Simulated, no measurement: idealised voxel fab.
You're looking at the process module voxel capacitor over wiring.
Cross-sectional view cut (width: 235 nm; square cell size: 5 nm).
Notation: cross-section as square-cell grid; stated in bands, top first, going down; one or more cell rows per band. Basically the band line says how high the top is and how high the bottom is, in nm, and then what's in it from left to right, every material with its width in nm. Empty space shows up as "air", and if a single material carries "throughout" it runs the full band edge to edge. All heights in this document are referenced to 0, defined as the level beneath which the wafer, as received, consists entirely of one material. The lowest band is not bounded below; it extends indefinitely downward and is written in the form "0 nm and below". Top row gets the first number, bottom row gets the second, and each row in between changes by the same step: that is how a band width like "30->40" works. The cross-section has no changed cell in any step marked "same as before". Voids not open to the top, 8 cells minimum: see "Closed-off voids". Written width x height at distance; distance is from the left edge; nm. Text after the settings on a step's line: the simulator's own remark on that step. The line of a step may include "overlay nm". On a step with a mask, this value is how far to the right of its planned place the mask lay. A negative value means the mask lay to the left.

## So here's the lineup of process steps we planned
1) RECEIVE with material Si
2) CONFORMAL_DEP with material SiO2, thk nm 10
3) CONFORMAL_DEP with material SiCN, thk nm 5
4) DIRECTIONAL_DEP with material lowk, thk nm 20
5) DIRECTIONAL_DEP with material aC, thk nm 15
6) PATTERN with tone open, mask id METAL_1, material resist, width nm 30, pitch nm 85, thk nm 30, overlay nm 0
7) DIRECTIONAL_ETCH with etch materials aC, depth nm 15
8) STRIP with etch materials resist
9) DIRECTIONAL_ETCH with etch materials lowk, depth nm 20
10) DIRECTIONAL_ETCH with etch materials SiCN, depth nm 5
11) STRIP with etch materials aC
12) CONFORMAL_DEP with material TiN, thk nm 5
13) FILL_DEP with material Ru, thk nm 10
14) CMP with height nm 35
15) CONFORMAL_DEP with material SiCN, thk nm 5
16) DIRECTIONAL_DEP with material lowk, thk nm 10
17) MASKED_ETCH with tone open, mask id PLUG_1, width nm 15, etch materials lowk, depth nm 10, overlay nm -15
18) MASKED_ETCH with tone open, mask id PLUG_1, width nm 15, etch materials SiCN, depth nm 5, overlay nm 0
19) EPI with material Ru, thk nm 10
20) EPI with material Ru, thk nm 5
21) DIRECTIONAL_DEP with material TiN, thk nm 10
22) DIRECTIONAL_DEP with material HfO2, thk nm 5
23) DIRECTIONAL_DEP with material TiN, thk nm 5
24) PATTERN with tone cover, mask id UPPER_PLATE, material resist, width nm 60, thk nm 15, overlay nm 0
25) DIRECTIONAL_ETCH with etch materials TiN, depth nm 5
26) DIRECTIONAL_ETCH with etch materials HfO2, depth nm 5
27) STRIP with etch materials resist
28) PATTERN with tone cover, mask id LOWER_PLATE, material resist, width nm 70, thk nm 20, overlay nm 0
29) DIRECTIONAL_ETCH with etch materials TiN, depth nm 10
30) STRIP with etch materials resist
31) FILL_DEP with material SiO2, thk nm 20
32) CMP with height nm 85
33) DIRECTIONAL_DEP with material aC, thk nm 10
34) PATTERN with tone open, mask id PLUG_2, material resist, width nm 15, thk nm 30, overlay nm 0
35) DIRECTIONAL_ETCH with etch materials aC, depth nm 10
36) STRIP with etch materials resist
37) DIRECTIONAL_ETCH with etch materials SiO2, depth nm 15
38) STRIP with etch materials aC
39) CONFORMAL_DEP with material TiN, thk nm 5
40) FILL_DEP with material Cu, thk nm 5
41) CMP with height nm 85
42) CONFORMAL_DEP with material SiN, thk nm 5
Wafers differ in overlay nm at step 17; plan lists the first wafer's value; identical starting state.

## First of several wafers, received after step 1, in cross-section
* 0 nm and below: Si throughout
* Closed-off voids: none

## Here's the first of several wafers in cross-section, end of the module, after the last step, step 42
* 90 nm to 85 nm: SiN throughout
* 85 nm to 75 nm: 85 of SiO2; 5 of TiN; 5 of Cu; 5 of TiN; 135 of SiO2
* 75 nm to 65 nm: 85->75 of SiO2; 15->60 of TiN; 135->100 of SiO2
* 65 nm to 60 nm: 75 of SiO2; 60 of HfO2; 100 of SiO2
* 60 nm to 50 nm: 75 of SiO2; 65 of TiN; 95 of SiO2
* 50 nm to 40 nm: 60 of lowk; 10 of SiO2; 5 of TiN; 160 of lowk
* 40 nm to 35 nm: SiCN throughout
* 35 nm to 15 nm: 60 of lowk; 5 of TiN; 20 of Ru; 5 of TiN; 55 of lowk; 5 of TiN; 20 of Ru; 5 of TiN; 60 of lowk
* 15 nm to 10 nm: 60 of SiCN; 30 of TiN; 55 of SiCN; 30 of TiN; 60 of SiCN
* 10 nm to 0 nm: SiO2 throughout
* 0 nm and below: Si throughout
* Closed-off voids: none

## So this is the cross-section on the last wafer at the end of the module
* 90 nm to 85 nm: SiN throughout
* 85 nm to 75 nm: 85 of SiO2; 5 of TiN; 5 of Cu; 5 of TiN; 135 of SiO2
* 75 nm to 70 nm: 85 of SiO2; 15 of TiN; 135 of SiO2
* 70 nm to 65 nm: 75 of SiO2; 15 of TiN; 15 of SiO2; 30 of TiN; 100 of SiO2
* 65 nm to 60 nm: 75 of SiO2; 15 of HfO2; 15 of SiO2; 30 of HfO2; 100 of SiO2
* 60 nm to 55 nm: 70 of SiO2; 70 of TiN; 95 of SiO2
* 55 nm to 50 nm: 70 of SiO2; 20 of TiN; 15 of HfO2; 35 of TiN; 95 of SiO2
* 50 nm to 40 nm: 90 of lowk; 15 of TiN; 130 of lowk
* 40 nm to 35 nm: SiCN throughout
* 35 nm to 15 nm: 60 of lowk; 5 of TiN; 20 of Ru; 5 of TiN; 55 of lowk; 5 of TiN; 20 of Ru; 5 of TiN; 60 of lowk
* 15 nm to 10 nm: 60 of SiCN; 30 of TiN; 55 of SiCN; 30 of TiN; 60 of SiCN
* 10 nm to 0 nm: SiO2 throughout
* 0 nm and below: Si throughout
* Closed-off voids: none

## Per wafer, end of module: cells gained (+) or lost (-) per material since receipt, then closed voids
overlay nm -15, +2 Cu, +12 HfO2, +32 Ru, +82 SiCN, +47 SiN, +368 SiO2, +75 TiN, +228 lowk, Closed-off voids: none
overlay nm -10, +2 Cu, +12 HfO2, +39 Ru, +81 SiCN, +47 SiN, +362 SiO2, +75 TiN, +228 lowk, Closed-off voids: none
overlay nm -5, +2 Cu, +12 HfO2, +40 Ru, +80 SiCN, +47 SiN, +362 SiO2, +75 TiN, +228 lowk, Closed-off voids: none
overlay nm 0, +2 Cu, +12 HfO2, +41 Ru, +79 SiCN, +47 SiN, +362 SiO2, +75 TiN, +228 lowk, Closed-off voids: none
overlay nm 5, +2 Cu, +12 HfO2, +40 Ru, +80 SiCN, +47 SiN, +362 SiO2, +75 TiN, +228 lowk, Closed-off voids: none
overlay nm 10, +2 Cu, +12 HfO2, +39 Ru, +81 SiCN, +47 SiN, +362 SiO2, +75 TiN, +228 lowk, Closed-off voids: none
overlay nm 15, +2 Cu, +12 HfO2, +32 Ru, +82 SiCN, +47 SiN, +368 SiO2, +75 TiN, +228 lowk, Closed-off voids: none
